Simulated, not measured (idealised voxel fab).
Process module in this document: voxel capacitor over wiring
The cross-section on display is named cut; it measures 280 nm wide, and its cells are 5 nm squares.
Cross-section = grid of square cells, listed top down in bands; band = one or more rows. Top height, bottom height, nm. Materials left to right, width each, nm. Single material + "throughout" = fills band edge to edge. "air" = empty. We count height from 0. Below that, the starting wafer is all one material. The lowest band never ends at the bottom but goes on down; see "0 nm and below" for how that is written. Note: "30 to 40" means the width goes from the first number (top row of the band) to the second number (bottom row) in equal steps per row of cells. Reading "remained unchanged" for a step: not a cell of the cross-section changed in it. Enclosed voids (no open way to top), threshold 8 cells or more, entry "Closed empty spaces", notation width x height at distance, distance from left edge, nm. Whatever follows a step's settings on its line is a remark the simulator itself makes about that step. overlay nm: step with mask; distance mask lay right of planned place; negative value = left of planned place.
The planned process steps are enumerated hereunder:
1 RECEIVE, material Si
2 CONFORMAL_DEP, material SiO2, thk nm 10
3 DIRECTIONAL_DEP, material TiN, thk nm 5
4 DIRECTIONAL_DEP, material Ru, thk nm 15
5 PATTERN, tone cover, mask id METAL_1, material resist, width nm 25, pitch nm 80, thk nm 20, overlay nm 0
6 DIRECTIONAL_ETCH, etch materials Ru, depth nm 15
7 DIRECTIONAL_ETCH, etch materials TiN, depth nm 5
8 STRIP, etch materials resist
9 CONFORMAL_DEP, material SiN, thk nm 5
10 FILL_DEP, material SiO2, thk nm 10
11 CMP, height nm 30
12 CONFORMAL_DEP, material SiCN, thk nm 5
13 DIRECTIONAL_DEP, material lowk, thk nm 10
14 DIRECTIONAL_DEP, material aC, thk nm 15
15 PATTERN, tone open, mask id PLUG_1, material resist, width nm 15, thk nm 35, overlay nm 0
16 DIRECTIONAL_ETCH, etch materials aC, depth nm 15
17 STRIP, etch materials resist
18 DIRECTIONAL_ETCH, etch materials lowk, depth nm 10
19 DIRECTIONAL_ETCH, etch materials SiCN, depth nm 5
20 STRIP, etch materials aC
21 CONFORMAL_DEP, material TiN, thk nm 5
22 FILL_DEP, material W, thk nm 10
23 CMP, height nm 45
24 DIRECTIONAL_DEP, material TiN, thk nm 10
25 DIRECTIONAL_DEP, material Al2O3, thk nm 5
26 DIRECTIONAL_DEP, material TiN, thk nm 10
27 PATTERN, tone cover, mask id UPPER_PLATE, material resist, width nm 60, thk nm 15, overlay nm 0
28 DIRECTIONAL_ETCH, etch materials TiN, depth nm 10
29 DIRECTIONAL_ETCH, etch materials Al2O3, depth nm 5
30 STRIP, etch materials resist
31 MASKED_ETCH, tone cover, mask id LOWER_PLATE, width nm 70, etch materials TiN, depth nm 10, overlay nm 0
32 FILL_DEP, material SiO2, thk nm 20
33 CMP, height nm 85
34 PATTERN, tone open, mask id PLUG_2, material resist, width nm 15, thk nm 15, overlay nm 0
35 DIRECTIONAL_ETCH, etch materials SiO2, depth nm 15
36 STRIP, etch materials resist
37 CONFORMAL_DEP, material TiN, thk nm 5
38 FILL_DEP, material Ru, thk nm 10
39 CMP, height nm 85
40 CONFORMAL_DEP, material SiCN, thk nm 5
As received, after step 1:
0 nm and below = Si throughout
Closed empty spaces: none
First wafer at the end, as planned:
90 nm to 85 nm = SiCN throughout
85 nm to 75 nm = SiO2 105 | TiN 5 | Ru 5 | TiN 5 | SiO2 160
75 nm to 70 nm = SiO2 105 | TiN 15 | SiO2 160
70 nm to 60 nm = SiO2 95 | TiN 60 | SiO2 125
60 nm to 55 nm = SiO2 95 | Al2O3 60 | SiO2 125
55 nm to 45 nm = SiO2 90 | TiN 70 | SiO2 120
45 nm to 35 nm = lowk 95 | TiN 5 | W 5 | TiN 5 | lowk 170
35 nm to 30 nm = SiCN 95 | TiN 15 | SiCN 170
30 nm to 15 nm = SiO2 80 | SiN 5 | Ru 25 | SiN 5 | SiO2 45 | SiN 5 | Ru 25 | SiN 5 | SiO2 85
15 nm to 10 nm = SiN 85 | TiN 25 | SiN 55 | TiN 25 | SiN 90
10 nm to 0 nm = SiO2 throughout
0 nm and below = Si throughout
Closed empty spaces: none
Wafer two (of two), end-of-module cross-section: start = wafer one, plan = wafer one, one run mistake:
90 nm to 85 nm = SiCN throughout
85 nm to 75 nm = SiO2 105 | TiN 5 | Ru 5 | TiN 5 | SiO2 160
75 nm to 70 nm = SiO2 105 | TiN 15 | SiO2 160
70 nm to 60 nm = SiO2 95 | TiN 60 | SiO2 125
60 nm to 55 nm = SiO2 95 | Al2O3 60 | SiO2 125
55 nm to 45 nm = SiO2 90 | TiN 70 | SiO2 120
45 nm to 35 nm = lowk 95 | TiN 5 | W 5 | TiN 5 | lowk 170
35 nm to 30 nm = SiCN 95 | TiN 15 | SiCN 170
30 nm to 25 nm = SiO2 throughout
25 nm to 20 nm = SiO2 80 | SiN 35 | SiO2 45 | SiN 35 | SiO2 85
20 nm to 15 nm = SiO2 80 | SiN 5 | Ru 25 | SiN 5 | SiO2 45 | SiN 5 | Ru 25 | SiN 5 | SiO2 85
15 nm to 10 nm = SiN 85 | TiN 25 | SiN 55 | TiN 25 | SiN 90
10 nm to 0 nm = SiO2 throughout
0 nm and below = Si throughout
Closed empty spaces: none
Where did the run depart from the plan? heads up, step 4 didn't go per plan, it actually ran as DIRECTIONAL_DEP, material Ru, thk nm 5
Once processing is complete, comparing cell counts shows that the second wafer has more or fewer of certain materials than the first: Ru -20, SiN +6, SiO2 +14
